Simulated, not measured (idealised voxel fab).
voxel self aligned vias: a process module
190 nm wide, 5 nm square cells: that's cross-section cut.
Cross-section layout: square cells on a grid; listed as bands, top to bottom; a band spans one or more cell rows. Heads up on the band format: heights come first, top then bottom, in nm. After that it's the materials left to right, each with its width in nm. A single material flagged "everywhere" fills the whole band edge to edge, and "air" means there's empty space there. Height reference: 0 = level under which incoming wafer is all one material. Lowest band: no bottom, runs on downward, e.g. "from 0 down". Note: "30..40" means the width goes from the first number (top row of the band) to the second number (bottom row) in equal steps per row of cells. You'll sometimes find "remained the same" written for a step, and that's the way of saying that nowhere in the cross-section did a cell change during that step. Under "Closed cavity list" you'll find the enclosed gaps, the ones with no way out to the top, that are 8 cells or bigger; each reads width x height at distance, with distance counted from the left edge, everything in nm. The remark found on a step's line after its settings is issued by the simulator itself and pertains to that step. The "overlay nm" setting may appear on a step's line; for a step that uses a mask, it gives how far to the right of its planned position the mask lay, and a negative value indicates the left.
### The process steps that were planned are listed below
1 op RECEIVE | material Si
2 op CONFORMAL_DEP | material SiO2 | thk nm 15
3 op CONFORMAL_DEP | material SiCN | thk nm 5
4 op DIRECTIONAL_DEP | material SiO2 | thk nm 30
5 op DIRECTIONAL_DEP | material aC | thk nm 10
6 op PATTERN | tone open | mask id LINES | material resist | width nm 25 | pitch nm 75 | thk nm 30 | overlay nm -15
7 op DIRECTIONAL_ETCH | etch materials aC | depth nm 10
8 op STRIP | etch materials resist
9 op DIRECTIONAL_ETCH | etch materials SiO2 | depth nm 30
10 op STRIP | etch materials aC
11 op CONFORMAL_DEP | material TiN | thk nm 5
12 op FILL_DEP | material W | thk nm 10
13 op CMP | height nm 50
14 op SELECTIVE_ETCH | etch materials W Ru TiN | depth nm 5
15 op FILL_DEP | material SiN | thk nm 5
16 op CMP | height nm 50
17 op DIRECTIONAL_DEP | material SiO2 | thk nm 20
18 op MASKED_ETCH | tone open | mask id VIAS | width nm 45 | pitch nm 75 | etch materials SiO2 | depth nm 20 | overlay nm 0
19 op MASKED_ETCH | tone open | mask id VIAS | width nm 45 | pitch nm 75 | etch materials SiN | depth nm 5 | overlay nm 0
20 op CONFORMAL_DEP | material TiN | thk nm 5
21 op FILL_DEP | material W | thk nm 5
22 op CMP | height nm 70
23 op CONFORMAL_DEP | material SiCN | thk nm 5
Every wafer here starts from the same state; it is the step 6 overlay nm that distinguishes them, and the value the plan gives belongs to the first wafer.
### The first of several wafers in cross-section, exactly as it reached us after step 1
> from 0 down: Si everywhere
> Closed cavity list: none
### wafer rows; end of module; cells per material since receipt: (+) gained, (-) lost; then closed voids
overlay nm -15 | +76 SiCN | +2 SiN | +362 SiO2 | +60 TiN | +70 W | Closed cavity list: none
overlay nm -10 | +76 SiCN | +362 SiO2 | +60 TiN | +72 W | Closed cavity list: none
overlay nm -5 | +76 SiCN | +362 SiO2 | +60 TiN | +72 W | Closed cavity list: none
overlay nm 0 | +76 SiCN | +362 SiO2 | +60 TiN | +72 W | Closed cavity list: none
overlay nm 5 | +76 SiCN | +362 SiO2 | +60 TiN | +72 W | Closed cavity list: none
overlay nm 10 | +76 SiCN | +362 SiO2 | +60 TiN | +72 W | Closed cavity list: none
overlay nm 15 | +76 SiCN | +2 SiN | +362 SiO2 | +60 TiN | +70 W | Closed cavity list: none
